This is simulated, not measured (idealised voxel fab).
You're looking at the process module voxel released beams.
The width of the displayed cross-section, cut, is 155 nm; its cells are square, with a size of 5 nm.
Square cells in a grid make up a cross-section in this document, and the grid is given as bands, listed from the top down, each one or more rows of cells.
It is stipulated that each band's entry specify, in nanometres, the height of the top of the band and then that of its bottom, followed by the materials of the band in left-to-right sequence, each together with its width in nanometres. A single material marked by the word "throughout" is understood to fill the band from edge to edge; the word "empty" is understood to denote empty space.
The reference from which all heights are counted is 0, the level beneath which the as-received wafer is entirely one material; the lowest band, having no lower bound, proceeds downward and is written after the example "from 0 down".
With a width like "30->40", each row of cells in the band differs from the next by the same amount, the top row carrying the first number and the bottom row the second.
"no change occurred" after a step means that no cell of the cross-section changed.
Heads up: "Closed void listing" only lists the empty pockets with no open path to the top that are 8 cells or more, and it writes them as width x height at distance, distance from the left edge, in nm.
Whatever follows a step's settings on its line is a remark the simulator itself makes about that step.
The line of a step may include "overlay nm". On a step with a mask, this value is how far to the right of its planned place the mask lay. A negative value means the mask lay to the left.

Process steps foreseen in the plan:
1: RECEIVE | material Si
2: CONFORMAL_DEP | material SiN | thk nm 10
3: DIRECTIONAL_DEP | material SiO2 | thk nm 20
4: PATTERN | tone open | mask id ANCHOR | material resist | width nm 45 | thk nm 20 | overlay nm 0
5: DIRECTIONAL_ETCH | etch materials SiO2 | depth nm 20
6: STRIP | etch materials resist
7: CONFORMAL_DEP | material TiN | thk nm 15
8: MASKED_ETCH | tone cover | mask id BEAM | width nm 110 | etch materials TiN | depth nm 15 | overlay nm 0
9: STRIP | etch materials SiO2

This is the cross-section of the wafer as we received it, i.e. after step 1:
from 0 down: Si throughout
Closed void listing: none

End-of-module XS, first of two wafers, run as planned:
from 45 to 30: empty=20; TiN=20; empty=15; TiN=75; empty=25
from 30 to 25: empty=25; TiN=15; empty=15; TiN=15; empty=85
from 25 to 10: empty=25; TiN=45; empty=85
from 10 to 0: SiN throughout
from 0 down: Si throughout
Closed void listing: none

Here's the second of our two wafers sectioned at module end. Same start as the first, same plan, but one mistake got made running it:
from 45 to 30: empty=30; TiN=10; empty=15; TiN=85; empty=15
from 30 to 25: empty=25; TiN=15; empty=15; TiN=15; empty=85
from 25 to 10: empty=25; TiN=45; empty=85
from 10 to 0: SiN throughout
from 0 down: Si throughout
Closed void listing: none
The plan and the run diverged here: for step 8, the planned setting was not used; the step was instead run as MASKED_ETCH | tone cover | mask id BEAM | width nm 110 | etch materials TiN | depth nm 15 | overlay nm 10
at the end the second wafer has, in cells: as many of each material as the first, in other places
